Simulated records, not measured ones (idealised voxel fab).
Process module, titled voxel transistor to metal
In the cross-section labelled cut, the width is 155 nm and each square cell is 5 nm.
Heads up, the way a cross-section reads in here is a grid of square cells, handed over as bands from the top down, with every band being one or more rows of cells. The entry gives the band's vertical extent as a top height and a bottom height in nm, then its horizontal make-up as materials from left to right, each with a width in nm. "empty" stands for empty space; a single material marked "full width" fills the band edge to edge. It should be noted that heights are counted from 0, beneath which the wafer as supplied is of one material throughout, and that the lowest band possesses no lower boundary but continues downward, as written in "0 -> down". You'd read "30..40" like this: the band's top row of cells is as wide as the first number, its bottom row is as wide as the second, and going down, every row changes width by the same amount as the row before did. It should be understood that the words "all unchanged", when stated for a given step, signify that the cross-section underwent no change in any of its cells during that step. Heads up: "Enclosed internal cavities" only lists the empty pockets with no open path to the top that are 8 cells or more, and it writes them as width x height at distance, distance from the left edge, in nm. It should be noted that, on the line of a given step, the content following the step's settings is a remark produced by the simulator itself with respect to that step. You can add "overlay nm" to a step's line. For a step with a mask, it describes how far the mask lay to the right of its planned position, and a negative number describes a lay to the left.

-- plan
1. RECEIVE | material Si
2. OXIDIZE | depth nm 5
3. CONFORMAL_DEP | material SiN | thk nm 15
4. MASKED_ETCH | tone cover | mask id ACTIVE | width nm 105 | etch materials SiN | depth nm 15 | overlay nm 0
5. MASKED_ETCH | tone cover | mask id ACTIVE | width nm 105 | etch materials SiO2 | depth nm 5 | overlay nm 0
6. MASKED_ETCH | tone cover | mask id ACTIVE | width nm 105 | etch materials Si | depth nm 35 | overlay nm 0
7. OXIDIZE | depth nm 5
8. FILL_DEP | material SiO2 | thk nm 10
9. CMP | height nm 15
10. SELECTIVE_ETCH | etch materials SiO2 | depth nm 10
11. STRIP | etch materials SiN
12. SELECTIVE_ETCH | etch materials SiO2 | depth nm 5
13. OXIDIZE | depth nm 5
14. DIRECTIONAL_DEP | material polySi | thk nm 25
15. DIRECTIONAL_DEP | material SiCN | thk nm 15
16. DIRECTIONAL_DEP | material aC | thk nm 10
17. PATTERN | tone cover | mask id GATE | material resist | width nm 15 | thk nm 25 | overlay nm 0
18. DIRECTIONAL_ETCH | etch materials aC | depth nm 10
19. STRIP | etch materials resist
20. DIRECTIONAL_ETCH | etch materials SiCN | depth nm 25
21. DIRECTIONAL_ETCH | etch materials polySi | depth nm 35
22. STRIP | etch materials aC
23. CONFORMAL_DEP | material SiO2 | thk nm 5
24. DIRECTIONAL_ETCH | etch materials SiO2 | depth nm 5
25. CONFORMAL_DEP | material SiN | thk nm 10
26. DIRECTIONAL_ETCH | etch materials SiN | depth nm 10
27. DIRECTIONAL_ETCH | etch materials SiO2 | depth nm 5
28. DIRECTIONAL_ETCH | etch materials Si | depth nm 5
29. EPI | material pSi | thk nm 10
30. FILL_DEP | material SiO2 | thk nm 5
31. CMP | height nm 35
32. DIRECTIONAL_DEP | material SiO2 | thk nm 15
33. PATTERN | tone open | mask id CONTACT | material resist | width nm 20 | pitch nm 65 | thk nm 20 | overlay nm 0
34. DIRECTIONAL_ETCH | etch materials SiO2 | depth nm 50
35. STRIP | etch materials resist
36. CONFORMAL_DEP | material TiN | thk nm 5
37. FILL_DEP | material W | thk nm 5
38. CMP | height nm 50
39. CONFORMAL_DEP | material SiCN | thk nm 5
40. DIRECTIONAL_DEP | material SiO2 | thk nm 25
41. PATTERN | tone open | mask id METAL_1 | material resist | width nm 20 | pitch nm 65 | thk nm 15 | overlay nm 0
42. DIRECTIONAL_ETCH | etch materials SiO2 | depth nm 25
43. DIRECTIONAL_ETCH | etch materials SiCN | depth nm 5
44. STRIP | etch materials resist
45. CONFORMAL_DEP | material TiN | thk nm 5
46. FILL_DEP | material W | thk nm 5
47. CMP | height nm 80
48. EPI | material Ru | thk nm 5
49. FILL_DEP | material SiCN | thk nm 5

-- The first of a set of two wafers, run to plan

-- Cross-section of the incoming wafer, state after step 1
	0 -> down: Si full width
	Enclosed internal cavities: none

-- After step 2, in cross-section
	0 -> -5: SiO2 full width
	Whatever lies below -5 is exactly as it was before.

-- After step 3, in cross-section
	15 -> 0: SiN full width
	Whatever lies below 0 is exactly as it was before.

-- After step 4, in cross-section
	15 -> 0: 25 of empty | 105 of SiN | 25 of empty
	Whatever lies below 0 is exactly as it was before.

-- After step 5, in cross-section
	15 -> 0: 25 of empty | 105 of SiN | 25 of empty
	0 -> -5: 25 of empty | 105 of SiO2 | 25 of empty
	Whatever lies below -5 is exactly as it was before.

-- After step 6, in cross-section
	15 -> 0: 25 of empty | 105 of SiN | 25 of empty
	0 -> -5: 25 of empty | 105 of SiO2 | 25 of empty
	-5 -> -40: 25 of empty | 105 of Si | 25 of empty
	Whatever lies below -40 is exactly as it was before.

-- After step 7, in cross-section
	15 -> 0: 25 of empty | 105 of SiN | 25 of empty
	0 -> -5: 25 of empty | 105 of SiO2 | 25 of empty
	-5 -> -40: 25 of empty | 5 of SiO2 | 95 of Si | 5 of SiO2 | 25 of empty
	-40 -> -45: 30 of SiO2 | 95 of Si | 30 of SiO2
	Whatever lies below -45 is exactly as it was before.

-- After step 8, in cross-section
	25 -> 15: SiO2 full width
	15 -> 0: 25 of SiO2 | 105 of SiN | 25 of SiO2
	0 -> -5: SiO2 full width
	-5 -> -45: 30 of SiO2 | 95 of Si | 30 of SiO2
	Whatever lies below -45 is exactly as it was before.

-- After step 9, in cross-section
	15 -> 0: 25 of SiO2 | 105 of SiN | 25 of SiO2
	Whatever lies below 0 is exactly as it was before.

-- After step 10, in cross-section
	15 -> 5: 25 of empty | 105 of SiN | 25 of empty
	Whatever lies below 5 is exactly as it was before.

-- After step 11, in cross-section
	5 -> 0: 25 of SiO2 | 105 of empty | 25 of SiO2
	Whatever lies below 0 is exactly as it was before.

-- After step 12, in cross-section
	0 -> -5: 20 of SiO2 | 115 of empty | 20 of SiO2
	Whatever lies below -5 is exactly as it was before.

-- After step 13, in cross-section
	0 -> -5: 20 of SiO2 | 115 of empty | 20 of SiO2
	-5 -> -10: SiO2 full width
	Whatever lies below -10 is exactly as it was before.

-- After step 14, in cross-section
	25 -> 20: 20 of polySi | 115 of empty | 20 of polySi
	20 -> 0: polySi full width
	0 -> -5: 20 of SiO2 | 115 of polySi | 20 of SiO2
	Whatever lies below -5 is exactly as it was before.

-- After step 15, in cross-section
	40 -> 35: 20 of SiCN | 115 of empty | 20 of SiCN
	35 -> 25: SiCN full width
	25 -> 20: 20 of polySi | 115 of SiCN | 20 of polySi
	Whatever lies below 20 is exactly as it was before.

-- After step 16, in cross-section
	50 -> 45: 20 of aC | 115 of empty | 20 of aC
	45 -> 40: aC full width
	40 -> 35: 20 of SiCN | 115 of aC | 20 of SiCN
	Whatever lies below 35 is exactly as it was before.

-- After step 17, in cross-section
	75 -> 50: 70 of empty | 15 of resist | 70 of empty
	50 -> 45: 20 of aC | 50 of empty | 15 of resist | 50 of empty | 20 of aC
	Whatever lies below 45 is exactly as it was before.

-- After step 18, in cross-section
	65 -> 45: 70 of empty | 15 of resist | 70 of empty
	45 -> 40: 70 of empty | 15 of aC | 70 of empty
	40 -> 35: 20 of SiCN | 50 of empty | 15 of aC | 50 of empty | 20 of SiCN
	Whatever lies below 35 is exactly as it was before.

-- After step 19, in cross-section
	45 -> 40: 70 of empty | 15 of aC | 70 of empty
	Whatever lies below 40 is exactly as it was before.

-- After step 20, in cross-section
	45 -> 35: 70 of empty | 15 of aC | 70 of empty
	35 -> 25: 70 of empty | 15 of SiCN | 70 of empty
	25 -> 20: 20 of polySi | 50 of empty | 15 of SiCN | 50 of empty | 20 of polySi
	Whatever lies below 20 is exactly as it was before.

-- After step 21, in cross-section
	45 -> 35: 70 of empty | 15 of aC | 70 of empty
	35 -> 20: 70 of empty | 15 of SiCN | 70 of empty
	20 -> 0: 70 of empty | 15 of polySi | 70 of empty
	0 -> -5: 20 of SiO2 | 50 of empty | 15 of polySi | 50 of empty | 20 of SiO2
	Whatever lies below -5 is exactly as it was before.

-- After step 22, in cross-section
	35 -> 20: 70 of empty | 15 of SiCN | 70 of empty
	Whatever lies below 20 is exactly as it was before.

-- After step 23, in cross-section
	40 -> 35: 65 of empty | 25 of SiO2 | 65 of empty
	35 -> 20: 65 of empty | 5 of SiO2 | 15 of SiCN | 5 of SiO2 | 65 of empty
	20 -> 5: 65 of empty | 5 of SiO2 | 15 of polySi | 5 of SiO2 | 65 of empty
	5 -> 0: 25 of SiO2 | 40 of empty | 5 of SiO2 | 15 of polySi | 5 of SiO2 | 40 of empty | 25 of SiO2
	0 -> -5: 70 of SiO2 | 15 of polySi | 70 of SiO2
	Whatever lies below -5 is exactly as it was before.

-- After step 24, in cross-section
	35 -> 20: 65 of empty | 5 of SiO2 | 15 of SiCN | 5 of SiO2 | 65 of empty
	20 -> 0: 65 of empty | 5 of SiO2 | 15 of polySi | 5 of SiO2 | 65 of empty
	0 -> -5: 25 of SiO2 | 40 of empty | 5 of SiO2 | 15 of polySi | 5 of SiO2 | 40 of empty | 25 of SiO2
	Whatever lies below -5 is exactly as it was before.

-- After step 25, in cross-section
	45 -> 35: 55 of empty | 45 of SiN | 55 of empty
	35 -> 20: 55 of empty | 10 of SiN | 5 of SiO2 | 15 of SiCN | 5 of SiO2 | 10 of SiN | 55 of empty
	20 -> 10: 55 of empty | 10 of SiN | 5 of SiO2 | 15 of polySi | 5 of SiO2 | 10 of SiN | 55 of empty
	10 -> 5: 35 of SiN | 20 of empty | 10 of SiN | 5 of SiO2 | 15 of polySi | 5 of SiO2 | 10 of SiN | 20 of empty | 35 of SiN
	5 -> 0: 65 of SiN | 5 of SiO2 | 15 of polySi | 5 of SiO2 | 65 of SiN
	0 -> -5: 25 of SiO2 | 40 of SiN | 5 of SiO2 | 15 of polySi | 5 of SiO2 | 40 of SiN | 25 of SiO2
	Whatever lies below -5 is exactly as it was before.

-- After step 26, in cross-section
	35 -> 20: 55 of empty | 10 of SiN | 5 of SiO2 | 15 of SiCN | 5 of SiO2 | 10 of SiN | 55 of empty
	20 -> 0: 55 of empty | 10 of SiN | 5 of SiO2 | 15 of polySi | 5 of SiO2 | 10 of SiN | 55 of empty
	0 -> -5: 25 of SiO2 | 10 of SiN | 20 of empty | 10 of SiN | 5 of SiO2 | 15 of polySi | 5 of SiO2 | 10 of SiN | 20 of empty | 10 of SiN | 25 of SiO2
	Whatever lies below -5 is exactly as it was before.

-- After step 27, in cross-section
	35 -> 30: 55 of empty | 10 of SiN | 5 of empty | 15 of SiCN | 5 of empty | 10 of SiN | 55 of empty
	30 -> 20: 55 of empty | 10 of SiN | 5 of SiO2 | 15 of SiCN | 5 of SiO2 | 10 of SiN | 55 of empty
	20 -> 0: 55 of empty | 10 of SiN | 5 of SiO2 | 15 of polySi | 5 of SiO2 | 10 of SiN | 55 of empty
	0 -> -5: 25 of empty | 10 of SiN | 20 of empty | 10 of SiN | 5 of SiO2 | 15 of polySi | 5 of SiO2 | 10 of SiN | 20 of empty | 10 of SiN | 25 of empty
	-5 -> -10: 35 of SiO2 | 20 of empty | 45 of SiO2 | 20 of empty | 35 of SiO2
	Whatever lies below -10 is exactly as it was before.

-- After step 28, in cross-section
	35 -> 30: 55 of empty | 10 of SiN | 5 of empty | 15 of SiCN | 5 of empty | 10 of SiN | 55 of empty
	30 -> 20: 55 of empty | 10 of SiN | 5 of SiO2 | 15 of SiCN | 5 of SiO2 | 10 of SiN | 55 of empty
	20 -> 0: 55 of empty | 10 of SiN | 5 of SiO2 | 15 of polySi | 5 of SiO2 | 10 of SiN | 55 of empty
	0 -> -5: 25 of empty | 10 of SiN | 20 of empty | 10 of SiN | 5 of SiO2 | 15 of polySi | 5 of SiO2 | 10 of SiN | 20 of empty | 10 of SiN | 25 of empty
	-5 -> -10: 35 of SiO2 | 20 of empty | 45 of SiO2 | 20 of empty | 35 of SiO2
	-10 -> -15: 30 of SiO2 | 5 of Si | 20 of empty | 45 of Si | 20 of empty | 5 of Si | 30 of SiO2
	Whatever lies below -15 is exactly as it was before.

-- After step 29, in cross-section
	35 -> 30: 55 of empty | 10 of SiN | 5 of empty | 15 of SiCN | 5 of empty | 10 of SiN | 55 of empty
	30 -> 20: 55 of empty | 10 of SiN | 5 of SiO2 | 15 of SiCN | 5 of SiO2 | 10 of SiN | 55 of empty
	20 -> 0: 55 of empty | 10 of SiN | 5 of SiO2 | 15 of polySi | 5 of SiO2 | 10 of SiN | 55 of empty
	0 -> -5: 25 of empty | 10 of SiN | 20 of pSi | 10 of SiN | 5 of SiO2 | 15 of polySi | 5 of SiO2 | 10 of SiN | 20 of pSi | 10 of SiN | 25 of empty
	-5 -> -10: 35 of SiO2 | 20 of pSi | 45 of SiO2 | 20 of pSi | 35 of SiO2
	-10 -> -15: 30 of SiO2 | 5 of Si | 20 of pSi | 45 of Si | 20 of pSi | 5 of Si | 30 of SiO2
	Whatever lies below -15 is exactly as it was before.

-- After step 30, in cross-section
	40 -> 35: SiO2 full width
	35 -> 20: 55 of SiO2 | 10 of SiN | 5 of SiO2 | 15 of SiCN | 5 of SiO2 | 10 of SiN | 55 of SiO2
	20 -> 0: 55 of SiO2 | 10 of SiN | 5 of SiO2 | 15 of polySi | 5 of SiO2 | 10 of SiN | 55 of SiO2
	0 -> -5: 25 of SiO2 | 10 of SiN | 20 of pSi | 10 of SiN | 5 of SiO2 | 15 of polySi | 5 of SiO2 | 10 of SiN | 20 of pSi | 10 of SiN | 25 of SiO2
	Whatever lies below -5 is exactly as it was before.

-- After step 31, in cross-section
	35 -> 20: 55 of SiO2 | 10 of SiN | 5 of SiO2 | 15 of SiCN | 5 of SiO2 | 10 of SiN | 55 of SiO2
	Whatever lies below 20 is exactly as it was before.

-- After step 32, in cross-section
	50 -> 35: SiO2 full width
	Whatever lies below 35 is exactly as it was before.

-- After step 33, in cross-section
	70 -> 50: 35 of resist | 20 of empty | 45 of resist | 20 of empty | 35 of resist
	Whatever lies below 50 is exactly as it was before.

-- After step 34, in cross-section
	70 -> 50: 35 of resist | 20 of empty | 45 of resist | 20 of empty | 35 of resist
	50 -> 35: 35 of SiO2 | 20 of empty | 45 of SiO2 | 20 of empty | 35 of SiO2
	35 -> 20: 35 of SiO2 | 20 of empty | 10 of SiN | 5 of SiO2 | 15 of SiCN | 5 of SiO2 | 10 of SiN | 20 of empty | 35 of SiO2
	20 -> 0: 35 of SiO2 | 20 of empty | 10 of SiN | 5 of SiO2 | 15 of polySi | 5 of SiO2 | 10 of SiN | 20 of empty | 35 of SiO2
	Whatever lies below 0 is exactly as it was before.

-- After step 35, in cross-section
	50 -> 35: 35 of SiO2 | 20 of empty | 45 of SiO2 | 20 of empty | 35 of SiO2
	Whatever lies below 35 is exactly as it was before.

-- After step 36, in cross-section
	55 -> 50: 40 of TiN | 10 of empty | 55 of TiN | 10 of empty | 40 of TiN
	50 -> 35: 35 of SiO2 | 5 of TiN | 10 of empty | 5 of TiN | 45 of SiO2 | 5 of TiN | 10 of empty | 5 of TiN | 35 of SiO2
	35 -> 20: 35 of SiO2 | 5 of TiN | 10 of empty | 5 of TiN | 10 of SiN | 5 of SiO2 | 15 of SiCN | 5 of SiO2 | 10 of SiN | 5 of TiN | 10 of empty | 5 of TiN | 35 of SiO2
	20 -> 5: 35 of SiO2 | 5 of TiN | 10 of empty | 5 of TiN | 10 of SiN | 5 of SiO2 | 15 of polySi | 5 of SiO2 | 10 of SiN | 5 of TiN | 10 of empty | 5 of TiN | 35 of SiO2
	5 -> 0: 35 of SiO2 | 20 of TiN | 10 of SiN | 5 of SiO2 | 15 of polySi | 5 of SiO2 | 10 of SiN | 20 of TiN | 35 of SiO2
	Whatever lies below 0 is exactly as it was before.

-- After step 37, in cross-section
	60 -> 55: W full width
	55 -> 50: 40 of TiN | 10 of W | 55 of TiN | 10 of W | 40 of TiN
	50 -> 35: 35 of SiO2 | 5 of TiN | 10 of W | 5 of TiN | 45 of SiO2 | 5 of TiN | 10 of W | 5 of TiN | 35 of SiO2
	35 -> 20: 35 of SiO2 | 5 of TiN | 10 of W | 5 of TiN | 10 of SiN | 5 of SiO2 | 15 of SiCN | 5 of SiO2 | 10 of SiN | 5 of TiN | 10 of W | 5 of TiN | 35 of SiO2
	20 -> 5: 35 of SiO2 | 5 of TiN | 10 of W | 5 of TiN | 10 of SiN | 5 of SiO2 | 15 of polySi | 5 of SiO2 | 10 of SiN | 5 of TiN | 10 of W | 5 of TiN | 35 of SiO2
	Whatever lies below 5 is exactly as it was before.

-- After step 38, in cross-section
	50 -> 35: 35 of SiO2 | 5 of TiN | 10 of W | 5 of TiN | 45 of SiO2 | 5 of TiN | 10 of W | 5 of TiN | 35 of SiO2
	Whatever lies below 35 is exactly as it was before.

-- After step 39, in cross-section
	55 -> 50: SiCN full width
	Whatever lies below 50 is exactly as it was before.

-- After step 40, in cross-section
	80 -> 55: SiO2 full width
	Whatever lies below 55 is exactly as it was before.

-- After step 41, in cross-section
	95 -> 80: 35 of resist | 20 of empty | 45 of resist | 20 of empty | 35 of resist
	Whatever lies below 80 is exactly as it was before.

-- After step 42, in cross-section
	95 -> 80: 35 of resist | 20 of empty | 45 of resist | 20 of empty | 35 of resist
	80 -> 55: 35 of SiO2 | 20 of empty | 45 of SiO2 | 20 of empty | 35 of SiO2
	Whatever lies below 55 is exactly as it was before.

-- After step 43, in cross-section
	95 -> 80: 35 of resist | 20 of empty | 45 of resist | 20 of empty | 35 of resist
	80 -> 55: 35 of SiO2 | 20 of empty | 45 of SiO2 | 20 of empty | 35 of SiO2
	55 -> 50: 35 of SiCN | 20 of empty | 45 of SiCN | 20 of empty | 35 of SiCN
	Whatever lies below 50 is exactly as it was before.

-- After step 44, in cross-section
	80 -> 55: 35 of SiO2 | 20 of empty | 45 of SiO2 | 20 of empty | 35 of SiO2
	Whatever lies below 55 is exactly as it was before.

-- After step 45, in cross-section
	85 -> 80: 40 of TiN | 10 of empty | 55 of TiN | 10 of empty | 40 of TiN
	80 -> 55: 35 of SiO2 | 5 of TiN | 10 of empty | 5 of TiN | 45 of SiO2 | 5 of TiN | 10 of empty | 5 of TiN | 35 of SiO2
	55 -> 50: 35 of SiCN | 20 of TiN | 45 of SiCN | 20 of TiN | 35 of SiCN
	Whatever lies below 50 is exactly as it was before.

-- After step 46, in cross-section
	90 -> 85: W full width
	85 -> 80: 40 of TiN | 10 of W | 55 of TiN | 10 of W | 40 of TiN
	80 -> 55: 35 of SiO2 | 5 of TiN | 10 of W | 5 of TiN | 45 of SiO2 | 5 of TiN | 10 of W | 5 of TiN | 35 of SiO2
	Whatever lies below 55 is exactly as it was before.

-- After step 47, in cross-section
	80 -> 55: 35 of SiO2 | 5 of TiN | 10 of W | 5 of TiN | 45 of SiO2 | 5 of TiN | 10 of W | 5 of TiN | 35 of SiO2
	Whatever lies below 55 is exactly as it was before.

-- After step 48, in cross-section
	85 -> 80: 30 of empty | 30 of Ru | 35 of empty | 30 of Ru | 30 of empty
	Whatever lies below 80 is exactly as it was before.

-- After step 49, in cross-section
	90 -> 85: SiCN full width
	85 -> 80: 30 of SiCN | 30 of Ru | 35 of SiCN | 30 of Ru | 30 of SiCN
	Whatever lies below 80 is exactly as it was before.

-- For the second wafer, take the first wafer's start and plan, then add one mistake made in running it; everything through step 16, that step included, is shared with the first

-- Second wafer cross-section, taken as of the time the plan sets for step 17 to be done
	75 -> 50: 70 of resist | 15 of empty | 70 of resist
	50 -> 45: 20 of aC | 50 of resist | 15 of empty | 50 of resist | 20 of aC
	Whatever lies below 45 is exactly as it was before.

-- Second wafer cross-section, taken as of the time the plan sets for step 18 to be done
	65 -> 50: 70 of resist | 15 of empty | 70 of resist
	50 -> 45: 20 of aC | 50 of resist | 15 of empty | 50 of resist | 20 of aC
	45 -> 40: 70 of aC | 15 of empty | 70 of aC
	40 -> 35: 20 of SiCN | 50 of aC | 15 of empty | 50 of aC | 20 of SiCN
	Whatever lies below 35 is exactly as it was before.

-- Second wafer cross-section, taken as of the time the plan sets for step 19 to be done
	50 -> 40: 20..70 of aC | 115..15 of empty | 20..70 of aC
	Whatever lies below 40 is exactly as it was before.

-- Second wafer cross-section, taken as of the time the plan sets for step 20 to be done
	50 -> 40: 20..70 of aC | 115..15 of empty | 20..70 of aC
	40 -> 35: 20 of SiCN | 50 of aC | 15 of empty | 50 of aC | 20 of SiCN
	35 -> 25: 70 of SiCN | 15 of empty | 70 of SiCN
	25 -> 20: 20 of polySi | 50 of SiCN | 15 of empty | 50 of SiCN | 20 of polySi
	Whatever lies below 20 is exactly as it was before.

-- Second wafer cross-section, taken as of the time the plan sets for step 21 to be done
	50 -> 40: 20..70 of aC | 115..15 of empty | 20..70 of aC
	40 -> 35: 20 of SiCN | 50 of aC | 15 of empty | 50 of aC | 20 of SiCN
	35 -> 25: 70 of SiCN | 15 of empty | 70 of SiCN
	25 -> 20: 20 of polySi | 50 of SiCN | 15 of empty | 50 of SiCN | 20 of polySi
	20 -> 0: 70 of polySi | 15 of empty | 70 of polySi
	0 -> -5: 20 of SiO2 | 50 of polySi | 15 of empty | 50 of polySi | 20 of SiO2
	Whatever lies below -5 is exactly as it was before.

-- Second wafer cross-section, taken as of the time the plan sets for step 22 to be done
	40 -> 35: 20 of SiCN | 115 of empty | 20 of SiCN
	Whatever lies below 35 is exactly as it was before.

-- Second wafer cross-section, taken as of the time the plan sets for step 23 to be done
	45 -> 40: 25 of SiO2 | 105 of empty | 25 of SiO2
	40 -> 35: 20 of SiCN | 55 of SiO2 | 5 of empty | 55 of SiO2 | 20 of SiCN
	35 -> 25: 70 of SiCN | 5 of SiO2 | 5 of empty | 5 of SiO2 | 70 of SiCN
	25 -> 20: 20 of polySi | 50 of SiCN | 5 of SiO2 | 5 of empty | 5 of SiO2 | 50 of SiCN | 20 of polySi
	20 -> 0: 70 of polySi | 5 of SiO2 | 5 of empty | 5 of SiO2 | 70 of polySi
	0 -> -5: 20 of SiO2 | 50 of polySi | 15 of SiO2 | 50 of polySi | 20 of SiO2
	Whatever lies below -5 is exactly as it was before.

-- Second wafer cross-section, taken as of the time the plan sets for step 24 to be done
	40 -> 35: 20 of SiCN | 5 of SiO2 | 105 of empty | 5 of SiO2 | 20 of SiCN
	35 -> 25: 70 of SiCN | 5 of SiO2 | 5 of empty | 5 of SiO2 | 70 of SiCN
	25 -> 20: 20 of polySi | 50 of SiCN | 5 of SiO2 | 5 of empty | 5 of SiO2 | 50 of SiCN | 20 of polySi
	20 -> 0: 70 of polySi | 5 of SiO2 | 5 of empty | 5 of SiO2 | 70 of polySi
	0 -> -5: 20 of SiO2 | 50 of polySi | 5 of SiO2 | 5 of empty | 5 of SiO2 | 50 of polySi | 20 of SiO2
	Whatever lies below -5 is exactly as it was before.

-- Second wafer cross-section, taken as of the time the plan sets for step 25 to be done
	50 -> 45: 35 of SiN | 85 of empty | 35 of SiN
	45 -> 40: SiN full width
	40 -> 35: 20 of SiCN | 5 of SiO2 | 105 of SiN | 5 of SiO2 | 20 of SiCN
	35 -> 25: 70 of SiCN | 5 of SiO2 | 5 of SiN | 5 of SiO2 | 70 of SiCN
	25 -> 20: 20 of polySi | 50 of SiCN | 5 of SiO2 | 5 of SiN | 5 of SiO2 | 50 of SiCN | 20 of polySi
	20 -> 0: 70 of polySi | 5 of SiO2 | 5 of SiN | 5 of SiO2 | 70 of polySi
	0 -> -5: 20 of SiO2 | 50 of polySi | 5 of SiO2 | 5 of SiN | 5 of SiO2 | 50 of polySi | 20 of SiO2
	Whatever lies below -5 is exactly as it was before.

-- Second wafer cross-section, taken as of the time the plan sets for step 26 to be done
	40 -> 35: 20 of SiCN | 5 of SiO2 | 10 of SiN | 85 of empty | 10 of SiN | 5 of SiO2 | 20 of SiCN
	Whatever lies below 35 is exactly as it was before.

-- Second wafer cross-section, taken as of the time the plan sets for step 27 to be done
	40 -> 35: 20 of SiCN | 5 of empty | 10 of SiN | 85 of empty | 10 of SiN | 5 of empty | 20 of SiCN
	35 -> 30: 70 of SiCN | 5 of empty | 5 of SiN | 5 of empty | 70 of SiCN
	Whatever lies below 30 is exactly as it was before.

Second wafer cross-section, taken as of the time the plan sets for step 28 to be done: all unchanged

Second wafer cross-section, taken as of the time the plan sets for step 29 to be done: all unchanged

-- Second wafer cross-section, taken as of the time the plan sets for step 30 to be done
	45 -> 40: SiO2 full width
	40 -> 35: 20 of SiCN | 5 of SiO2 | 10 of SiN | 85 of SiO2 | 10 of SiN | 5 of SiO2 | 20 of SiCN
	35 -> 25: 70 of SiCN | 5 of SiO2 | 5 of SiN | 5 of SiO2 | 70 of SiCN
	Whatever lies below 25 is exactly as it was before.

-- Second wafer cross-section, taken as of the time the plan sets for step 31 to be done
	35 -> 25: 70 of SiCN | 5 of SiO2 | 5 of SiN | 5 of SiO2 | 70 of SiCN
	Whatever lies below 25 is exactly as it was before.

-- Second wafer cross-section, taken as of the time the plan sets for step 32 to be done
	50 -> 35: SiO2 full width
	Whatever lies below 35 is exactly as it was before.

-- Second wafer cross-section, taken as of the time the plan sets for step 33 to be done
	70 -> 50: 35 of resist | 20 of empty | 45 of resist | 20 of empty | 35 of resist
	Whatever lies below 50 is exactly as it was before.

-- Second wafer cross-section, taken as of the time the plan sets for step 34 to be done
	70 -> 50: 35 of resist | 20 of empty | 45 of resist | 20 of empty | 35 of resist
	50 -> 35: 35 of SiO2 | 20 of empty | 45 of SiO2 | 20 of empty | 35 of SiO2
	Whatever lies below 35 is exactly as it was before.

-- Second wafer cross-section, taken as of the time the plan sets for step 35 to be done
	50 -> 35: 35 of SiO2 | 20 of empty | 45 of SiO2 | 20 of empty | 35 of SiO2
	Whatever lies below 35 is exactly as it was before.

-- Second wafer cross-section, taken as of the time the plan sets for step 36 to be done
	55 -> 50: 40 of TiN | 10 of empty | 55 of TiN | 10 of empty | 40 of TiN
	50 -> 40: 35 of SiO2 | 5 of TiN | 10 of empty | 5 of TiN | 45 of SiO2 | 5 of TiN | 10 of empty | 5 of TiN | 35 of SiO2
	40 -> 35: 35 of SiO2 | 20 of TiN | 45 of SiO2 | 20 of TiN | 35 of SiO2
	Whatever lies below 35 is exactly as it was before.

-- Second wafer cross-section, taken as of the time the plan sets for step 37 to be done
	60 -> 55: W full width
	55 -> 50: 40 of TiN | 10 of W | 55 of TiN | 10 of W | 40 of TiN
	50 -> 40: 35 of SiO2 | 5 of TiN | 10 of W | 5 of TiN | 45 of SiO2 | 5 of TiN | 10 of W | 5 of TiN | 35 of SiO2
	Whatever lies below 40 is exactly as it was before.

-- Second wafer cross-section, taken as of the time the plan sets for step 38 to be done
	50 -> 40: 35 of SiO2 | 5 of TiN | 10 of W | 5 of TiN | 45 of SiO2 | 5 of TiN | 10 of W | 5 of TiN | 35 of SiO2
	Whatever lies below 40 is exactly as it was before.

-- Second wafer cross-section, taken as of the time the plan sets for step 39 to be done
	55 -> 50: SiCN full width
	Whatever lies below 50 is exactly as it was before.

-- Second wafer cross-section, taken as of the time the plan sets for step 40 to be done
	80 -> 55: SiO2 full width
	Whatever lies below 55 is exactly as it was before.

-- Second wafer cross-section, taken as of the time the plan sets for step 41 to be done
	95 -> 80: 35 of resist | 20 of empty | 45 of resist | 20 of empty | 35 of resist
	Whatever lies below 80 is exactly as it was before.

-- Second wafer cross-section, taken as of the time the plan sets for step 42 to be done
	95 -> 80: 35 of resist | 20 of empty | 45 of resist | 20 of empty | 35 of resist
	80 -> 55: 35 of SiO2 | 20 of empty | 45 of SiO2 | 20 of empty | 35 of SiO2
	Whatever lies below 55 is exactly as it was before.

-- Second wafer cross-section, taken as of the time the plan sets for step 43 to be done
	95 -> 80: 35 of resist | 20 of empty | 45 of resist | 20 of empty | 35 of resist
	80 -> 55: 35 of SiO2 | 20 of empty | 45 of SiO2 | 20 of empty | 35 of SiO2
	55 -> 50: 35 of SiCN | 20 of empty | 45 of SiCN | 20 of empty | 35 of SiCN
	Whatever lies below 50 is exactly as it was before.

-- Second wafer cross-section, taken as of the time the plan sets for step 44 to be done
	80 -> 55: 35 of SiO2 | 20 of empty | 45 of SiO2 | 20 of empty | 35 of SiO2
	Whatever lies below 55 is exactly as it was before.

-- Second wafer cross-section, taken as of the time the plan sets for step 45 to be done
	85 -> 80: 40 of TiN | 10 of empty | 55 of TiN | 10 of empty | 40 of TiN
	80 -> 55: 35 of SiO2 | 5 of TiN | 10 of empty | 5 of TiN | 45 of SiO2 | 5 of TiN | 10 of empty | 5 of TiN | 35 of SiO2
	55 -> 50: 35 of SiCN | 20 of TiN | 45 of SiCN | 20 of TiN | 35 of SiCN
	Whatever lies below 50 is exactly as it was before.

-- Second wafer cross-section, taken as of the time the plan sets for step 46 to be done
	90 -> 85: W full width
	85 -> 80: 40 of TiN | 10 of W | 55 of TiN | 10 of W | 40 of TiN
	80 -> 55: 35 of SiO2 | 5 of TiN | 10 of W | 5 of TiN | 45 of SiO2 | 5 of TiN | 10 of W | 5 of TiN | 35 of SiO2
	Whatever lies below 55 is exactly as it was before.

-- Second wafer cross-section, taken as of the time the plan sets for step 47 to be done
	80 -> 55: 35 of SiO2 | 5 of TiN | 10 of W | 5 of TiN | 45 of SiO2 | 5 of TiN | 10 of W | 5 of TiN | 35 of SiO2
	Whatever lies below 55 is exactly as it was before.

-- Second wafer cross-section, taken as of the time the plan sets for step 48 to be done
	85 -> 80: 30 of empty | 30 of Ru | 35 of empty | 30 of Ru | 30 of empty
	Whatever lies below 80 is exactly as it was before.

-- Second wafer cross-section, taken as of the time the plan sets for step 49 to be done
	90 -> 85: SiCN full width
	85 -> 80: 30 of SiCN | 30 of Ru | 35 of SiCN | 30 of Ru | 30 of SiCN
	Whatever lies below 80 is exactly as it was before.
Nonconformance to the process plan: rather than as planned, step 17 actually ran as PATTERN | tone open | mask id GATE | material resist | width nm 15 | thk nm 25 | overlay nm 0
Wafer comparison, final, in cells, second relative to first, materials more or fewer: Si +8; SiCN +67; SiN -28; SiO2 -92; TiN -28; W -28; pSi -24; polySi +125
